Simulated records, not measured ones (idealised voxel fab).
voxel self aligned contacts: a process module
FYI the section here is cut, 185 nm wide, cells are 5 nm squares.
If you're reading a cross-section in this doc, picture square cells in a grid; it comes to you as bands, top ones listed first down to the bottom, and a band can be one or more rows of cells. The band entry comprises the height of the band's top followed by the height of its bottom, expressed in nm, and subsequently the band's materials from left to right, each stated together with its width in nm. Where a single material is marked with the word "all across", that material fills the band from edge to edge. The word "air" represents empty space. We count height from 0. Below that, the starting wafer is all one material. The lowest band never ends at the bottom but goes on down; see "from 0 down" for how that is written. It should be noted that a width expressed as "30..40" varies in equal increments from row to row of cells within the band, taking the value of the first number at the top row and that of the second number at the bottom row. Where a step carries "all unchanged", the cross-section came out of it unchanged, cell for cell. Under "Closed cavities" you'll find the enclosed gaps, the ones with no way out to the top, that are 8 cells or bigger; each reads width x height at distance, with distance counted from the left edge, everything in nm. The remark found on a step's line after its settings is issued by the simulator itself and pertains to that step. The line of a step may include "overlay nm". On a step with a mask, this value is how far to the right of its planned place the mask lay. A negative value means the mask lay to the left.
Plan:
1,RECEIVE: material Si
2,OXIDIZE: depth nm 5
3,DIRECTIONAL_DEP: material polySi, thk nm 25
4,DIRECTIONAL_DEP: material SiN, thk nm 25
5,DIRECTIONAL_DEP: material aC, thk nm 10
6,PATTERN: tone cover, mask id GATE, material resist, width nm 25, pitch nm 65, thk nm 30, overlay nm 0
7,DIRECTIONAL_ETCH: etch materials aC, depth nm 10
8,STRIP: etch materials resist
9,DIRECTIONAL_ETCH: etch materials SiN, depth nm 25
10,DIRECTIONAL_ETCH: etch materials polySi, depth nm 25
11,STRIP: etch materials aC
12,CONFORMAL_DEP: material SiN, thk nm 10
13,DIRECTIONAL_ETCH: etch materials SiN, depth nm 10
14,FILL_DEP: material SiO2, thk nm 20
15,CMP: height nm 60
16,MASKED_ETCH: tone open, mask id CONTACT, width nm 50, pitch nm 65, etch materials SiO2, depth nm 65, overlay nm -15
17,CONFORMAL_DEP: material TiN, thk nm 5
18,FILL_DEP: material W, thk nm 5
19,CMP: height nm 60
20,CONFORMAL_DEP: material SiCN, thk nm 5
All wafers enter the flow in the same state. The overlay nm at step 16 differs from wafer to wafer, and the plan gives the value for the first wafer.
The first of several wafers as received, shown in cross-section; this is its state after step 1:
  from 0 down: Si all across
  Closed cavities: none
Post step 20, the closing step of the module: first of several wafers, cross-sectioned:
  from 65 to 60: SiCN all across
  from 60 to 50: 20 nm SiO2 | 5..35 nm TiN | 40..10 nm W | 5 nm TiN | 15 nm SiO2 | 5..35 nm TiN | 40..10 nm W | 5 nm TiN | 50 nm SiO2
  from 50 to 25: 5 nm SiO2 | 45 nm SiN | 5 nm TiN | 10 nm W | 5 nm TiN | 45 nm SiN | 5 nm TiN | 10 nm W | 5 nm TiN | 45 nm SiN | 5 nm SiO2
  from 25 to 0: 5 nm SiO2 | 10 nm SiN | 25 nm polySi | 10 nm SiN | 5 nm TiN | 10 nm W | 5 nm TiN | 10 nm SiN | 25 nm polySi | 10 nm SiN | 5 nm TiN | 10 nm W | 5 nm TiN | 10 nm SiN | 25 nm polySi | 10 nm SiN | 5 nm SiO2
  from 0 to -5: 50 nm SiO2 | 20 nm TiN | 45 nm SiO2 | 20 nm TiN | 50 nm SiO2
  from -5 down: Si all across
  Closed cavities: none
A cross-section through the last wafer at the close of the module:
  from 65 to 60: SiCN all across
  from 60 to 50: 50 nm SiO2 | 5 nm TiN | 40..10 nm W | 5..35 nm TiN | 15 nm SiO2 | 5 nm TiN | 40..10 nm W | 5..35 nm TiN | 20 nm SiO2
  from 50 to 25: 5 nm SiO2 | 45 nm SiN | 5 nm TiN | 10 nm W | 5 nm TiN | 45 nm SiN | 5 nm TiN | 10 nm W | 5 nm TiN | 45 nm SiN | 5 nm SiO2
  from 25 to 0: 5 nm SiO2 | 10 nm SiN | 25 nm polySi | 10 nm SiN | 5 nm TiN | 10 nm W | 5 nm TiN | 10 nm SiN | 25 nm polySi | 10 nm SiN | 5 nm TiN | 10 nm W | 5 nm TiN | 10 nm SiN | 25 nm polySi | 10 nm SiN | 5 nm SiO2
  from 0 to -5: 50 nm SiO2 | 20 nm TiN | 45 nm SiO2 | 20 nm TiN | 50 nm SiO2
  from -5 down: Si all across
  Closed cavities: none
For your reference, the table is organized with a row per wafer; each row reflects the wafer at the end of the module, indicating for each material the cells gained (+) or lost (-) since receipt, and thereafter its closed voids:
overlay nm -15, -37 Si, +37 SiCN, +195 SiN, +83 SiO2, +68 TiN, +60 W, +75 polySi, Closed cavities: none
overlay nm -10, -37 Si, +37 SiCN, +195 SiN, +83 SiO2, +68 TiN, +60 W, +75 polySi, Closed cavities: none
overlay nm -5, -37 Si, +37 SiCN, +195 SiN, +83 SiO2, +68 TiN, +60 W, +75 polySi, Closed cavities: none
overlay nm 0, -37 Si, +37 SiCN, +195 SiN, +83 SiO2, +68 TiN, +60 W, +75 polySi, Closed cavities: none
overlay nm 5, -37 Si, +37 SiCN, +195 SiN, +83 SiO2, +68 TiN, +60 W, +75 polySi, Closed cavities: none
overlay nm 10, -37 Si, +37 SiCN, +195 SiN, +83 SiO2, +68 TiN, +60 W, +75 polySi, Closed cavities: none
overlay nm 15, -37 Si, +37 SiCN, +195 SiN, +83 SiO2, +68 TiN, +60 W, +75 polySi, Closed cavities: none
